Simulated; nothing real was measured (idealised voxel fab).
Title: Process Module voxel trench capacitor
Square cell edge 5 nm, section width 205 nm, ID cut.
Each cross-section below is a grid of square cells, stated as bands in top-down order, with one or more rows of cells making up each band.
Look at the band entry: it leads with the top's height and the bottom's height in nm. Then it lists the materials left to right, with a width in nm for each. The word "edge to edge" on a single material says that material fills the band edge to edge. The word "blank" is empty space.
Heights are expressed relative to 0, this being the level below which the as-received wafer comprises one material exclusively. The lowest band is unbounded in the downward direction and is denoted as in "z 0 and below".
A width such as "30 to 40" changes by the same amount from each row of cells to the next, from the band's top row to its bottom row.
Basically "no alteration" means that step didn't change any cell in the cross-section.
In "Catalogued sealed voids" the enclosed voids are listed, meaning empty spaces of 8 cells or larger without any opening to the top. The form is width x height at distance, distance from the left edge, units nm.
Past the settings on a step's line: simulator remark, on that step.
overlay nm: for a step with a mask, the amount by which the mask lay right of where it was planned; a negative amount means left of it.
**The following list gives the planned process steps**
1. RECEIVE | material Si
2. CONFORMAL_DEP | material SiN | thk nm 10
3. PATTERN | tone open | mask id TRENCH | material resist | width nm 15 | pitch nm 50 | thk nm 15 | overlay nm 0
4. DIRECTIONAL_ETCH | etch materials SiN | depth nm 10
5. DIRECTIONAL_ETCH | etch materials Si | depth nm 35
6. STRIP | etch materials resist
7. CONFORMAL_DEP | material Al2O3 | thk nm 5
8. FILL_DEP | material polySi | thk nm 10
9. CMP | height nm 10
Split variable: width nm, step 3. Plan value = first wafer. Wafers start alike.
**Received wafers, first of several: cross-section after step 1**
* z 0 and below | Si edge to edge
* Catalogued sealed voids: none
**The first of several wafers, seen in cross-section after the module's last step, step 9**
* z 10 to 0 | SiN 20 nm; Al2O3 5 nm; polySi 5 nm; Al2O3 5 nm; SiN 35 nm; Al2O3 5 nm; polySi 5 nm; Al2O3 5 nm; SiN 35 nm; Al2O3 5 nm; polySi 5 nm; Al2O3 5 nm; SiN 35 nm; Al2O3 5 nm; polySi 5 nm; Al2O3 5 nm; SiN 20 nm
* z 0 to -30 | Si 20 nm; Al2O3 5 nm; polySi 5 nm; Al2O3 5 nm; Si 35 nm; Al2O3 5 nm; polySi 5 nm; Al2O3 5 nm; Si 35 nm; Al2O3 5 nm; polySi 5 nm; Al2O3 5 nm; Si 35 nm; Al2O3 5 nm; polySi 5 nm; Al2O3 5 nm; Si 20 nm
* z -30 to -35 | Si 20 nm; Al2O3 15 nm; Si 35 nm; Al2O3 15 nm; Si 35 nm; Al2O3 15 nm; Si 35 nm; Al2O3 15 nm; Si 20 nm
* z -35 and below | Si edge to edge
* Catalogued sealed voids: none
**Cross-section at module completion, last wafer**
* z 10 to 0 | SiN 15 nm; Al2O3 5 nm; polySi 15 nm; Al2O3 5 nm; SiN 25 nm; Al2O3 5 nm; polySi 15 nm; Al2O3 5 nm; SiN 25 nm; Al2O3 5 nm; polySi 15 nm; Al2O3 5 nm; SiN 25 nm; Al2O3 5 nm; polySi 15 nm; Al2O3 5 nm; SiN 15 nm
* z 0 to -30 | Si 15 nm; Al2O3 5 nm; polySi 15 nm; Al2O3 5 nm; Si 25 nm; Al2O3 5 nm; polySi 15 nm; Al2O3 5 nm; Si 25 nm; Al2O3 5 nm; polySi 15 nm; Al2O3 5 nm; Si 25 nm; Al2O3 5 nm; polySi 15 nm; Al2O3 5 nm; Si 15 nm
* z -30 to -35 | Si 15 nm; Al2O3 25 nm; Si 25 nm; Al2O3 25 nm; Si 25 nm; Al2O3 25 nm; Si 25 nm; Al2O3 25 nm; Si 15 nm
* z -35 and below | Si edge to edge
* Catalogued sealed voids: none
**Below: a row per wafer. Contents at end of module: for every material, cells gained since receipt (+) or lost since receipt (-); then closed voids**
width nm 15, +76 Al2O3, -84 Si, +58 SiN, +32 polySi, Catalogued sealed voids: none
width nm 20, +80 Al2O3, -112 Si, +50 SiN, +64 polySi, Catalogued sealed voids: none
width nm 25, +84 Al2O3, -140 Si, +42 SiN, +96 polySi, Catalogued sealed voids: none
